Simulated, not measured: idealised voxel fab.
Documented hereafter: the process module known as voxel double patterning.
Each square cell in cross-section cut measures 5 nm, and the section as a whole is 220 nm wide.
Just so we're on the same page, the cross-sections are grids of square cells, and they're listed out in bands top to bottom, each band one or more rows deep. Each band's line starts with the height of the band's top and of its bottom, in nm. Then come its materials from left to right, each with its width in nm. One material with "all across" fills the band from edge to edge. "air" is empty space. A quick word on heights: they are counted from 0, and under that level the wafer as it came to us is one material throughout. The lowest band is different from the rest in having no bottom; it simply continues downward, written as in "z 0 and below". The two numbers in a width such as "30..40" mark its ends across the band: the first belongs to the top row of cells, the second to the bottom row, and from each row to the next the width moves by the same amount. For the purposes of this document, the phrase "no modification" attached to a step denotes that no cell within the cross-section was modified by that step. Unvented cavities: empty space of 8 cells or more with no open way to the top, each as width x height at its distance from the left edge, in nm. Where a step's line continues beyond its settings, the continuation is a remark by the simulator itself on that step. The setting "overlay nm" may be written on the line of a step. When the step uses a mask, the value reports how far to the right of the planned place the mask lay, and a negative value reports that it lay to the left.
**The planned process steps are enumerated hereunder**
| 1 | op RECEIVE | material Si |
| 2 | op CONFORMAL_DEP | material SiO2 | thk nm 5 |
| 3 | op DIRECTIONAL_DEP | material TiN | thk nm 10 |
| 4 | op DIRECTIONAL_DEP | material SiCN | thk nm 5 |
| 5 | op DIRECTIONAL_DEP | material aC | thk nm 10 |
| 6 | op PATTERN | tone open | mask id FIRST | material resist | width nm 15 | pitch nm 50 | thk nm 25 | overlay nm 0 |
| 7 | op DIRECTIONAL_ETCH | etch materials aC | depth nm 10 |
| 8 | op STRIP | etch materials resist |
| 9 | op DIRECTIONAL_ETCH | etch materials SiCN | depth nm 5 |
| 10 | op STRIP | etch materials aC |
| 11 | op MASKED_ETCH | tone open | mask id SECOND | width nm 15 | pitch nm 50 | etch materials SiCN | depth nm 5 | overlay nm 0 |
| 12 | op DIRECTIONAL_ETCH | etch materials TiN | depth nm 10 |
| 13 | op STRIP | etch materials SiCN |
**Wafer cross-section on receipt, i.e. after step 1**
    z 0 and below = Si all across
    Unvented cavities: none
**Wafer cross-section at end of module: start and plan as shown above, one execution error**
    z 30 to 20 = SiO2 all across
    z 20 to 15 = SiCN all across
    z 15 to 5 = TiN all across
    z 5 to 0 = SiO2 all across
    z 0 and below = Si all across
    Unvented cavities: none
Plan not followed: so step 5 ended up running with a different setting than we planned, it ran as op DIRECTIONAL_DEP | material SiO2 | thk nm 10
